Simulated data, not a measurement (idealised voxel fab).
The name of this process module is voxel transistor to metal.
This is section cut - it's 290 nm across, gridded in 5 nm square cells.
Bands, listed from the top down, are how a cross-section gets written in this document; the cross-section itself is a grid of square cells, and a band is one or more rows of them.
Top, bottom (nm), then materials left to right with widths (nm); lone material tagged "edge to edge" fills the whole band edge to edge; "blank" = empty space.
Heights are expressed relative to 0, this being the level below which the as-received wafer comprises one material exclusively. The lowest band is unbounded in the downward direction and is denoted as in "top 0, no bottom".
The two numbers in a width such as "30->40" mark its ends across the band: the first belongs to the top row of cells, the second to the bottom row, and from each row to the next the width moves by the same amount.
Where a step carries "changes: none", the cross-section came out of it unchanged, cell for cell.
In the "Enclosed void inventory" entry, you get each enclosed empty space of 8 cells or more, one with no open way to the top, written width x height at distance, distance from the left edge, in nm.
Whatever follows a step's settings on its line is a remark the simulator itself makes about that step.
Each step line may optionally specify "overlay nm", which for a step with a mask gives the rightward distance between the mask's planned place and where it lay, a negative value indicating the leftward direction.

Process steps - plan:
step 1: RECEIVE (material Si)
step 2: OXIDIZE (depth nm 5)
step 3: CONFORMAL_DEP (material SiN; thk nm 10)
step 4: PATTERN (tone cover; mask id ACTIVE; material resist; width nm 100; pitch nm 125; thk nm 20; overlay nm 0)
step 5: DIRECTIONAL_ETCH (etch materials SiN; depth nm 10)
step 6: DIRECTIONAL_ETCH (etch materials SiO2; depth nm 5)
step 7: DIRECTIONAL_ETCH (etch materials Si; depth nm 20)
step 8: STRIP (etch materials resist)
step 9: FILL_DEP (material SiO2; thk nm 15)
step 10: CMP (height nm 10)
step 11: SELECTIVE_ETCH (etch materials SiO2; depth nm 10)
step 12: STRIP (etch materials SiN)
step 13: SELECTIVE_ETCH (etch materials SiO2; depth nm 5)
step 14: OXIDIZE (depth nm 5)
step 15: DIRECTIONAL_DEP (material polySi; thk nm 25)
step 16: DIRECTIONAL_DEP (material SiCN; thk nm 10)
step 17: DIRECTIONAL_DEP (material aC; thk nm 15)
step 18: PATTERN (tone cover; mask id GATE; material resist; width nm 20; pitch nm 125; thk nm 35; overlay nm 0)
step 19: DIRECTIONAL_ETCH (etch materials aC; depth nm 15)
step 20: STRIP (etch materials resist)
step 21: DIRECTIONAL_ETCH (etch materials SiCN; depth nm 20)
step 22: DIRECTIONAL_ETCH (etch materials polySi; depth nm 35)
step 23: STRIP (etch materials aC)
step 24: CONFORMAL_DEP (material SiN; thk nm 10)
step 25: DIRECTIONAL_ETCH (etch materials SiN; depth nm 10)
step 26: DIRECTIONAL_ETCH (etch materials SiO2; depth nm 5)
step 27: EPI (material SiGe; thk nm 5)
step 28: FILL_DEP (material SiO2; thk nm 5)
step 29: CMP (height nm 30)
step 30: DIRECTIONAL_DEP (material SiO2; thk nm 15)
step 31: PATTERN (tone open; mask id CONTACT; material resist; width nm 25; thk nm 15; overlay nm 0)
step 32: DIRECTIONAL_ETCH (etch materials SiO2; depth nm 50)
step 33: STRIP (etch materials resist)
step 34: CONFORMAL_DEP (material TiN; thk nm 5)
step 35: FILL_DEP (material W; thk nm 10)
step 36: CMP (height nm 45)
step 37: DIRECTIONAL_DEP (material TiN; thk nm 5)
step 38: DIRECTIONAL_DEP (material W; thk nm 20)
step 39: DIRECTIONAL_DEP (material aC; thk nm 15)
step 40: PATTERN (tone cover; mask id METAL_1; material resist; width nm 15; thk nm 30; overlay nm 0)
step 41: DIRECTIONAL_ETCH (etch materials aC; depth nm 15)
step 42: STRIP (etch materials resist)
step 43: DIRECTIONAL_ETCH (etch materials W; depth nm 20)
step 44: DIRECTIONAL_ETCH (etch materials TiN; depth nm 5)
step 45: STRIP (etch materials aC)
step 46: CONFORMAL_DEP (material SiN; thk nm 5)
step 47: FILL_DEP (material SiO2; thk nm 5)
step 48: CMP (height nm 70)
step 49: CONFORMAL_DEP (material SiN; thk nm 5)

Run as planned: first of two wafers:

Shown in cross-section is the wafer as received, that is, as it stands after step 1:
	top 0, no bottom = Si edge to edge
	Enclosed void inventory: none

Sectional view: wafer, after step 2:
	top 0, bottom -5 = SiO2 edge to edge
	For the remainder of the cross-section, below -5, there is no change.

Sectional view: wafer, after step 3:
	top 10, bottom 0 = SiN edge to edge
	For the remainder of the cross-section, below 0, there is no change.

Sectional view: wafer, after step 4:
	top 30, bottom 10 = 30 blank  100 resist  25 blank  100 resist  35 blank
	For the remainder of the cross-section, below 10, there is no change.

Sectional view: wafer, after step 5:
	top 30, bottom 10 = 30 blank  100 resist  25 blank  100 resist  35 blank
	top 10, bottom 0 = 30 blank  100 SiN  25 blank  100 SiN  35 blank
	For the remainder of the cross-section, below 0, there is no change.

Sectional view: wafer, after step 6:
	top 30, bottom 10 = 30 blank  100 resist  25 blank  100 resist  35 blank
	top 10, bottom 0 = 30 blank  100 SiN  25 blank  100 SiN  35 blank
	top 0, bottom -5 = 30 blank  100 SiO2  25 blank  100 SiO2  35 blank
	For the remainder of the cross-section, below -5, there is no change.

Sectional view: wafer, after step 7:
	top 30, bottom 10 = 30 blank  100 resist  25 blank  100 resist  35 blank
	top 10, bottom 0 = 30 blank  100 SiN  25 blank  100 SiN  35 blank
	top 0, bottom -5 = 30 blank  100 SiO2  25 blank  100 SiO2  35 blank
	top -5, bottom -25 = 30 blank  100 Si  25 blank  100 Si  35 blank
	For the remainder of the cross-section, below -25, there is no change.

Sectional view: wafer, after step 8:
	top 10, bottom 0 = 30 blank  100 SiN  25 blank  100 SiN  35 blank
	For the remainder of the cross-section, below 0, there is no change.

Sectional view: wafer, after step 9:
	top 25, bottom 10 = SiO2 edge to edge
	top 10, bottom 0 = 30 SiO2  100 SiN  25 SiO2  100 SiN  35 SiO2
	top 0, bottom -5 = SiO2 edge to edge
	top -5, bottom -25 = 30 SiO2  100 Si  25 SiO2  100 Si  35 SiO2
	For the remainder of the cross-section, below -25, there is no change.

Sectional view: wafer, after step 10:
	top 10, bottom 0 = 30 SiO2  100 SiN  25 SiO2  100 SiN  35 SiO2
	For the remainder of the cross-section, below 0, there is no change.

Sectional view: wafer, after step 11:
	top 10, bottom 0 = 30 blank  100 SiN  25 blank  100 SiN  35 blank
	For the remainder of the cross-section, below 0, there is no change.

Sectional view: wafer, after step 12:
	top 0, bottom -5 = SiO2 edge to edge
	For the remainder of the cross-section, below -5, there is no change.

Sectional view: wafer, after step 13:
	top -5, bottom -25 = 30 SiO2  100 Si  25 SiO2  100 Si  35 SiO2
	For the remainder of the cross-section, below -25, there is no change.

Sectional view: wafer, after step 14:
	top -5, bottom -10 = SiO2 edge to edge
	For the remainder of the cross-section, below -10, there is no change.

Sectional view: wafer, after step 15:
	top 20, bottom -5 = polySi edge to edge
	For the remainder of the cross-section, below -5, there is no change.

Sectional view: wafer, after step 16:
	top 30, bottom 20 = SiCN edge to edge
	For the remainder of the cross-section, below 20, there is no change.

Sectional view: wafer, after step 17:
	top 45, bottom 30 = aC edge to edge
	For the remainder of the cross-section, below 30, there is no change.

Sectional view: wafer, after step 18:
	top 80, bottom 45 = 70 blank  20 resist  105 blank  20 resist  75 blank
	For the remainder of the cross-section, below 45, there is no change.

Sectional view: wafer, after step 19:
	top 65, bottom 45 = 70 blank  20 resist  105 blank  20 resist  75 blank
	top 45, bottom 30 = 70 blank  20 aC  105 blank  20 aC  75 blank
	For the remainder of the cross-section, below 30, there is no change.

Sectional view: wafer, after step 20:
	top 45, bottom 30 = 70 blank  20 aC  105 blank  20 aC  75 blank
	For the remainder of the cross-section, below 30, there is no change.

Sectional view: wafer, after step 21:
	top 45, bottom 30 = 70 blank  20 aC  105 blank  20 aC  75 blank
	top 30, bottom 20 = 70 blank  20 SiCN  105 blank  20 SiCN  75 blank
	For the remainder of the cross-section, below 20, there is no change.

Sectional view: wafer, after step 22:
	top 45, bottom 30 = 70 blank  20 aC  105 blank  20 aC  75 blank
	top 30, bottom 20 = 70 blank  20 SiCN  105 blank  20 SiCN  75 blank
	top 20, bottom -5 = 70 blank  20 polySi  105 blank  20 polySi  75 blank
	For the remainder of the cross-section, below -5, there is no change.

Sectional view: wafer, after step 23:
	top 30, bottom 20 = 70 blank  20 SiCN  105 blank  20 SiCN  75 blank
	For the remainder of the cross-section, below 20, there is no change.

Sectional view: wafer, after step 24:
	top 40, bottom 30 = 60 blank  40 SiN  85 blank  40 SiN  65 blank
	top 30, bottom 20 = 60 blank  10 SiN  20 SiCN  10 SiN  85 blank  10 SiN  20 SiCN  10 SiN  65 blank
	top 20, bottom 5 = 60 blank  10 SiN  20 polySi  10 SiN  85 blank  10 SiN  20 polySi  10 SiN  65 blank
	top 5, bottom -5 = 70 SiN  20 polySi  105 SiN  20 polySi  75 SiN
	For the remainder of the cross-section, below -5, there is no change.

Sectional view: wafer, after step 25:
	top 30, bottom 20 = 60 blank  10 SiN  20 SiCN  10 SiN  85 blank  10 SiN  20 SiCN  10 SiN  65 blank
	top 20, bottom -5 = 60 blank  10 SiN  20 polySi  10 SiN  85 blank  10 SiN  20 polySi  10 SiN  65 blank
	For the remainder of the cross-section, below -5, there is no change.

Sectional view: wafer, after step 26:
	top 30, bottom 20 = 60 blank  10 SiN  20 SiCN  10 SiN  85 blank  10 SiN  20 SiCN  10 SiN  65 blank
	top 20, bottom -5 = 60 blank  10 SiN  20 polySi  10 SiN  85 blank  10 SiN  20 polySi  10 SiN  65 blank
	top -5, bottom -10 = 60 blank  40 SiO2  85 blank  40 SiO2  65 blank
	For the remainder of the cross-section, below -10, there is no change.

Sectional view: wafer, after step 27:
	top 30, bottom 20 = 60 blank  10 SiN  20 SiCN  10 SiN  85 blank  10 SiN  20 SiCN  10 SiN  65 blank
	top 20, bottom -5 = 60 blank  10 SiN  20 polySi  10 SiN  85 blank  10 SiN  20 polySi  10 SiN  65 blank
	top -5, bottom -10 = 25 blank  35 SiGe  40 SiO2  35 SiGe  15 blank  35 SiGe  40 SiO2  35 SiGe  30 blank
	For the remainder of the cross-section, below -10, there is no change.

Sectional view: wafer, after step 28:
	top 35, bottom 30 = SiO2 edge to edge
	top 30, bottom 20 = 60 SiO2  10 SiN  20 SiCN  10 SiN  85 SiO2  10 SiN  20 SiCN  10 SiN  65 SiO2
	top 20, bottom -5 = 60 SiO2  10 SiN  20 polySi  10 SiN  85 SiO2  10 SiN  20 polySi  10 SiN  65 SiO2
	top -5, bottom -10 = 25 SiO2  35 SiGe  40 SiO2  35 SiGe  15 SiO2  35 SiGe  40 SiO2  35 SiGe  30 SiO2
	For the remainder of the cross-section, below -10, there is no change.

Sectional view: wafer, after step 29:
	top 30, bottom 20 = 60 SiO2  10 SiN  20 SiCN  10 SiN  85 SiO2  10 SiN  20 SiCN  10 SiN  65 SiO2
	For the remainder of the cross-section, below 20, there is no change.

Sectional view: wafer, after step 30:
	top 45, bottom 30 = SiO2 edge to edge
	For the remainder of the cross-section, below 30, there is no change.

Sectional view: wafer, after step 31:
	top 60, bottom 45 = 40 resist  25 blank  30 resist  25 blank  45 resist  25 blank  30 resist  25 blank  45 resist
	For the remainder of the cross-section, below 45, there is no change.

Sectional view: wafer, after step 32:
	top 60, bottom 45 = 40 resist  25 blank  30 resist  25 blank  45 resist  25 blank  30 resist  25 blank  45 resist
	top 45, bottom 30 = 40 SiO2  25 blank  30 SiO2  25 blank  45 SiO2  25 blank  30 SiO2  25 blank  45 SiO2
	top 30, bottom 20 = 40 SiO2  20 blank  10 SiN  20 SiCN  10 SiN  20 blank  45 SiO2  20 blank  10 SiN  20 SiCN  10 SiN  20 blank  45 SiO2
	top 20, bottom -5 = 40 SiO2  20 blank  10 SiN  20 polySi  10 SiN  20 blank  45 SiO2  20 blank  10 SiN  20 polySi  10 SiN  20 blank  45 SiO2
	For the remainder of the cross-section, below -5, there is no change.

Sectional view: wafer, after step 33:
	top 45, bottom 30 = 40 SiO2  25 blank  30 SiO2  25 blank  45 SiO2  25 blank  30 SiO2  25 blank  45 SiO2
	For the remainder of the cross-section, below 30, there is no change.

Sectional view: wafer, after step 34:
	top 50, bottom 45 = 45 TiN  15 blank  40 TiN  15 blank  55 TiN  15 blank  40 TiN  15 blank  50 TiN
	top 45, bottom 35 = 40 SiO2  5 TiN  15 blank  5 TiN  30 SiO2  5 TiN  15 blank  5 TiN  45 SiO2  5 TiN  15 blank  5 TiN  30 SiO2  5 TiN  15 blank  5 TiN  45 SiO2
	top 35, bottom 30 = 40 SiO2  5 TiN  10 blank  10 TiN  30 SiO2  10 TiN  10 blank  5 TiN  45 SiO2  5 TiN  10 blank  10 TiN  30 SiO2  10 TiN  10 blank  5 TiN  45 SiO2
	top 30, bottom 20 = 40 SiO2  5 TiN  10 blank  5 TiN  10 SiN  20 SiCN  10 SiN  5 TiN  10 blank  5 TiN  45 SiO2  5 TiN  10 blank  5 TiN  10 SiN  20 SiCN  10 SiN  5 TiN  10 blank  5 TiN  45 SiO2
	top 20, bottom 0 = 40 SiO2  5 TiN  10 blank  5 TiN  10 SiN  20 polySi  10 SiN  5 TiN  10 blank  5 TiN  45 SiO2  5 TiN  10 blank  5 TiN  10 SiN  20 polySi  10 SiN  5 TiN  10 blank  5 TiN  45 SiO2
	top 0, bottom -5 = 40 SiO2  20 TiN  10 SiN  20 polySi  10 SiN  20 TiN  45 SiO2  20 TiN  10 SiN  20 polySi  10 SiN  20 TiN  45 SiO2
	For the remainder of the cross-section, below -5, there is no change.

Sectional view: wafer, after step 35:
	top 60, bottom 50 = W edge to edge
	top 50, bottom 45 = 45 TiN  15 W  40 TiN  15 W  55 TiN  15 W  40 TiN  15 W  50 TiN
	top 45, bottom 35 = 40 SiO2  5 TiN  15 W  5 TiN  30 SiO2  5 TiN  15 W  5 TiN  45 SiO2  5 TiN  15 W  5 TiN  30 SiO2  5 TiN  15 W  5 TiN  45 SiO2
	top 35, bottom 30 = 40 SiO2  5 TiN  10 W  10 TiN  30 SiO2  10 TiN  10 W  5 TiN  45 SiO2  5 TiN  10 W  10 TiN  30 SiO2  10 TiN  10 W  5 TiN  45 SiO2
	top 30, bottom 20 = 40 SiO2  5 TiN  10 W  5 TiN  10 SiN  20 SiCN  10 SiN  5 TiN  10 W  5 TiN  45 SiO2  5 TiN  10 W  5 TiN  10 SiN  20 SiCN  10 SiN  5 TiN  10 W  5 TiN  45 SiO2
	top 20, bottom 0 = 40 SiO2  5 TiN  10 W  5 TiN  10 SiN  20 polySi  10 SiN  5 TiN  10 W  5 TiN  45 SiO2  5 TiN  10 W  5 TiN  10 SiN  20 polySi  10 SiN  5 TiN  10 W  5 TiN  45 SiO2
	For the remainder of the cross-section, below 0, there is no change.

Sectional view: wafer, after step 36:
	top 45, bottom 35 = 40 SiO2  5 TiN  15 W  5 TiN  30 SiO2  5 TiN  15 W  5 TiN  45 SiO2  5 TiN  15 W  5 TiN  30 SiO2  5 TiN  15 W  5 TiN  45 SiO2
	For the remainder of the cross-section, below 35, there is no change.

Sectional view: wafer, after step 37:
	top 50, bottom 45 = TiN edge to edge
	For the remainder of the cross-section, below 45, there is no change.

Sectional view: wafer, after step 38:
	top 70, bottom 50 = W edge to edge
	For the remainder of the cross-section, below 50, there is no change.

Sectional view: wafer, after step 39:
	top 85, bottom 70 = aC edge to edge
	For the remainder of the cross-section, below 70, there is no change.

Sectional view: wafer, after step 40:
	top 115, bottom 85 = 40 blank  15 resist  50 blank  15 resist  45 blank  15 resist  50 blank  15 resist  45 blank
	For the remainder of the cross-section, below 85, there is no change.

Sectional view: wafer, after step 41:
	top 100, bottom 85 = 40 blank  15 resist  50 blank  15 resist  45 blank  15 resist  50 blank  15 resist  45 blank
	top 85, bottom 70 = 40 blank  15 aC  50 blank  15 aC  45 blank  15 aC  50 blank  15 aC  45 blank
	For the remainder of the cross-section, below 70, there is no change.

Sectional view: wafer, after step 42:
	top 85, bottom 70 = 40 blank  15 aC  50 blank  15 aC  45 blank  15 aC  50 blank  15 aC  45 blank
	For the remainder of the cross-section, below 70, there is no change.

Sectional view: wafer, after step 43:
	top 85, bottom 70 = 40 blank  15 aC  50 blank  15 aC  45 blank  15 aC  50 blank  15 aC  45 blank
	top 70, bottom 50 = 40 blank  15 W  50 blank  15 W  45 blank  15 W  50 blank  15 W  45 blank
	For the remainder of the cross-section, below 50, there is no change.

Sectional view: wafer, after step 44:
	top 85, bottom 70 = 40 blank  15 aC  50 blank  15 aC  45 blank  15 aC  50 blank  15 aC  45 blank
	top 70, bottom 50 = 40 blank  15 W  50 blank  15 W  45 blank  15 W  50 blank  15 W  45 blank
	top 50, bottom 45 = 40 blank  15 TiN  50 blank  15 TiN  45 blank  15 TiN  50 blank  15 TiN  45 blank
	For the remainder of the cross-section, below 45, there is no change.

Sectional view: wafer, after step 45:
	top 70, bottom 50 = 40 blank  15 W  50 blank  15 W  45 blank  15 W  50 blank  15 W  45 blank
	For the remainder of the cross-section, below 50, there is no change.

Sectional view: wafer, after step 46:
	top 75, bottom 70 = 35 blank  25 SiN  40 blank  25 SiN  35 blank  25 SiN  40 blank  25 SiN  40 blank
	top 70, bottom 50 = 35 blank  5 SiN  15 W  5 SiN  40 blank  5 SiN  15 W  5 SiN  35 blank  5 SiN  15 W  5 SiN  40 blank  5 SiN  15 W  5 SiN  40 blank
	top 50, bottom 45 = 40 SiN  15 TiN  50 SiN  15 TiN  45 SiN  15 TiN  50 SiN  15 TiN  45 SiN
	For the remainder of the cross-section, below 45, there is no change.

Sectional view: wafer, after step 47:
	top 80, bottom 75 = SiO2 edge to edge
	top 75, bottom 70 = 35 SiO2  25 SiN  40 SiO2  25 SiN  35 SiO2  25 SiN  40 SiO2  25 SiN  40 SiO2
	top 70, bottom 50 = 35 SiO2  5 SiN  15 W  5 SiN  40 SiO2  5 SiN  15 W  5 SiN  35 SiO2  5 SiN  15 W  5 SiN  40 SiO2  5 SiN  15 W  5 SiN  40 SiO2
	For the remainder of the cross-section, below 50, there is no change.

Sectional view: wafer, after step 48:
	top 70, bottom 50 = 35 SiO2  5 SiN  15 W  5 SiN  40 SiO2  5 SiN  15 W  5 SiN  35 SiO2  5 SiN  15 W  5 SiN  40 SiO2  5 SiN  15 W  5 SiN  40 SiO2
	For the remainder of the cross-section, below 50, there is no change.

Sectional view: wafer, after step 49:
	top 75, bottom 70 = SiN edge to edge
	For the remainder of the cross-section, below 70, there is no change.

Wafer two: like wafer one in start and plan, but with one mistake in execution; identical up to and including step 48:

Cross-section of the second wafer when, according to plan, step 49 should have finished:
	top 75, bottom 70 = polySi edge to edge
	For the remainder of the cross-section, below 70, there is no change.
Nonconformance to the process plan: step 49: run off-plan, actual operation and settings CONFORMAL_DEP (material polySi; thk nm 5)
Final comparison by cell count, materials where the second wafer has more or fewer than the first: SiN: 58 fewer; polySi: 58 more
